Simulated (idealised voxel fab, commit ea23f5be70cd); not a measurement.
process module | voxel trench capacitor
cross-section cut | 200 nm wide | cells 5 nm
A cross-section is a grid of square cells, given in bands from the top down. A band is one or more rows of cells.
Each band's line starts with the height of the band's top and of its bottom, in nm. Then come its materials from left to right, each with its width in nm. One material with "throughout" fills the band from edge to edge. "air" is empty space.
Height 0 is the level under which the wafer as received is all one material. The lowest band goes on downwards, as in "0 down".
A width such as "30 to 40" changes by the same amount from each row of cells to the next, from the band's top row to its bottom row.
"no change" after a step means that no cell of the cross-section changed.
closed voids: empty space of 8 cells or more with no open way to the top, each as width x height at its distance from the left edge, in nm
after a step's settings: what the simulator itself notes on the step
overlay nm, on a step with a mask: how far to the right of its planned place the mask lay; to the left if negative
plan
1 op RECEIVE | material Si
2 op CONFORMAL_DEP | material SiN | thk nm 5
3 op DIRECTIONAL_DEP | material aC | thk nm 15
4 op PATTERN | tone open | mask id TRENCH | material resist | width nm 25 | pitch nm 40 | thk nm 35 | overlay nm 0
5 op DIRECTIONAL_ETCH | etch materials aC | depth nm 15
6 op STRIP | etch materials resist
7 op DIRECTIONAL_ETCH | etch materials SiN | depth nm 5
8 op DIRECTIONAL_ETCH | etch materials Si | depth nm 35
9 op STRIP | etch materials aC
10 op CONFORMAL_DEP | material Al2O3 | thk nm 5
11 op FILL_DEP | material polySi | thk nm 5
12 op CMP | height nm 5
first wafer, as planned
as received, after step 1
  0 down: Si throughout
  closed voids: none
after step 2
  5 to 0: SiN throughout
  below 0: unchanged
after step 3
  20 to 5: aC throughout
  below 5: unchanged
after step 4
  55 to 20: resist 45 | air 25 | resist 15 | air 25 | resist 15 | air 25 | resist 50
  below 20: unchanged
after step 5
  40 to 20: resist 45 | air 25 | resist 15 | air 25 | resist 15 | air 25 | resist 50
  20 to 5: aC 45 | air 25 | aC 15 | air 25 | aC 15 | air 25 | aC 50
  below 5: unchanged
after step 6
  20 to 5: aC 45 | air 25 | aC 15 | air 25 | aC 15 | air 25 | aC 50
  below 5: unchanged
after step 7
  20 to 5: aC 45 | air 25 | aC 15 | air 25 | aC 15 | air 25 | aC 50
  5 to 0: SiN 45 | air 25 | SiN 15 | air 25 | SiN 15 | air 25 | SiN 50
  below 0: unchanged
after step 8
  20 to 5: aC 45 | air 25 | aC 15 | air 25 | aC 15 | air 25 | aC 50
  5 to 0: SiN 45 | air 25 | SiN 15 | air 25 | SiN 15 | air 25 | SiN 50
  0 to -35: Si 45 | air 25 | Si 15 | air 25 | Si 15 | air 25 | Si 50
  below -35: unchanged
after step 9
  5 to 0: SiN 45 | air 25 | SiN 15 | air 25 | SiN 15 | air 25 | SiN 50
  below 0: unchanged
after step 10
  10 to 5: Al2O3 50 | air 15 | Al2O3 25 | air 15 | Al2O3 25 | air 15 | Al2O3 55
  5 to 0: SiN 45 | Al2O3 5 | air 15 | Al2O3 5 | SiN 15 | Al2O3 5 | air 15 | Al2O3 5 | SiN 15 | Al2O3 5 | air 15 | Al2O3 5 | SiN 50
  0 to -30: Si 45 | Al2O3 5 | air 15 | Al2O3 5 | Si 15 | Al2O3 5 | air 15 | Al2O3 5 | Si 15 | Al2O3 5 | air 15 | Al2O3 5 | Si 50
  -30 to -35: Si 45 | Al2O3 25 | Si 15 | Al2O3 25 | Si 15 | Al2O3 25 | Si 50
  below -35: unchanged
after step 11
  15 to 10: polySi throughout
  10 to 5: Al2O3 50 | polySi 15 | Al2O3 25 | polySi 15 | Al2O3 25 | polySi 15 | Al2O3 55
  5 to 0: SiN 45 | Al2O3 5 | polySi 15 | Al2O3 5 | SiN 15 | Al2O3 5 | polySi 15 | Al2O3 5 | SiN 15 | Al2O3 5 | polySi 15 | Al2O3 5 | SiN 50
  0 to -30: Si 45 | Al2O3 5 | polySi 15 | Al2O3 5 | Si 15 | Al2O3 5 | polySi 15 | Al2O3 5 | Si 15 | Al2O3 5 | polySi 15 | Al2O3 5 | Si 50
  below -30: unchanged
after step 12
  5 to 0: SiN 45 | Al2O3 5 | polySi 15 | Al2O3 5 | SiN 15 | Al2O3 5 | polySi 15 | Al2O3 5 | SiN 15 | Al2O3 5 | polySi 15 | Al2O3 5 | SiN 50
  below 0: unchanged
second wafer: like start, like plan, one mistake. Through step 3 it matches the first wafer
when step 4 should have ended
  55 to 20: resist 40 | air 25 | resist 15 | air 25 | resist 15 | air 25 | resist 55
  below 20: unchanged
when step 5 should have ended
  40 to 20: resist 40 | air 25 | resist 15 | air 25 | resist 15 | air 25 | resist 55
  20 to 5: aC 40 | air 25 | aC 15 | air 25 | aC 15 | air 25 | aC 55
  below 5: unchanged
when step 6 should have ended
  20 to 5: aC 40 | air 25 | aC 15 | air 25 | aC 15 | air 25 | aC 55
  below 5: unchanged
when step 7 should have ended
  20 to 5: aC 40 | air 25 | aC 15 | air 25 | aC 15 | air 25 | aC 55
  5 to 0: SiN 40 | air 25 | SiN 15 | air 25 | SiN 15 | air 25 | SiN 55
  below 0: unchanged
when step 8 should have ended
  20 to 5: aC 40 | air 25 | aC 15 | air 25 | aC 15 | air 25 | aC 55
  5 to 0: SiN 40 | air 25 | SiN 15 | air 25 | SiN 15 | air 25 | SiN 55
  0 to -35: Si 40 | air 25 | Si 15 | air 25 | Si 15 | air 25 | Si 55
  below -35: unchanged
when step 9 should have ended
  5 to 0: SiN 40 | air 25 | SiN 15 | air 25 | SiN 15 | air 25 | SiN 55
  below 0: unchanged
when step 10 should have ended
  10 to 5: Al2O3 45 | air 15 | Al2O3 25 | air 15 | Al2O3 25 | air 15 | Al2O3 60
  5 to 0: SiN 40 | Al2O3 5 | air 15 | Al2O3 5 | SiN 15 | Al2O3 5 | air 15 | Al2O3 5 | SiN 15 | Al2O3 5 | air 15 | Al2O3 5 | SiN 55
  0 to -30: Si 40 | Al2O3 5 | air 15 | Al2O3 5 | Si 15 | Al2O3 5 | air 15 | Al2O3 5 | Si 15 | Al2O3 5 | air 15 | Al2O3 5 | Si 55
  -30 to -35: Si 40 | Al2O3 25 | Si 15 | Al2O3 25 | Si 15 | Al2O3 25 | Si 55
  below -35: unchanged
when step 11 should have ended
  15 to 10: polySi throughout
  10 to 5: Al2O3 45 | polySi 15 | Al2O3 25 | polySi 15 | Al2O3 25 | polySi 15 | Al2O3 60
  5 to 0: SiN 40 | Al2O3 5 | polySi 15 | Al2O3 5 | SiN 15 | Al2O3 5 | polySi 15 | Al2O3 5 | SiN 15 | Al2O3 5 | polySi 15 | Al2O3 5 | SiN 55
  0 to -30: Si 40 | Al2O3 5 | polySi 15 | Al2O3 5 | Si 15 | Al2O3 5 | polySi 15 | Al2O3 5 | Si 15 | Al2O3 5 | polySi 15 | Al2O3 5 | Si 55
  below -30: unchanged
when step 12 should have ended
  5 to 0: SiN 40 | Al2O3 5 | polySi 15 | Al2O3 5 | SiN 15 | Al2O3 5 | polySi 15 | Al2O3 5 | SiN 15 | Al2O3 5 | polySi 15 | Al2O3 5 | SiN 55
  below 0: unchanged
what went wrong: step 4 ran as: op PATTERN | tone open | mask id TRENCH | material resist | width nm 25 | pitch nm 40 | thk nm 35 | overlay nm -5
at the end the second wafer has, in cells: as many of each material as the first, in other places
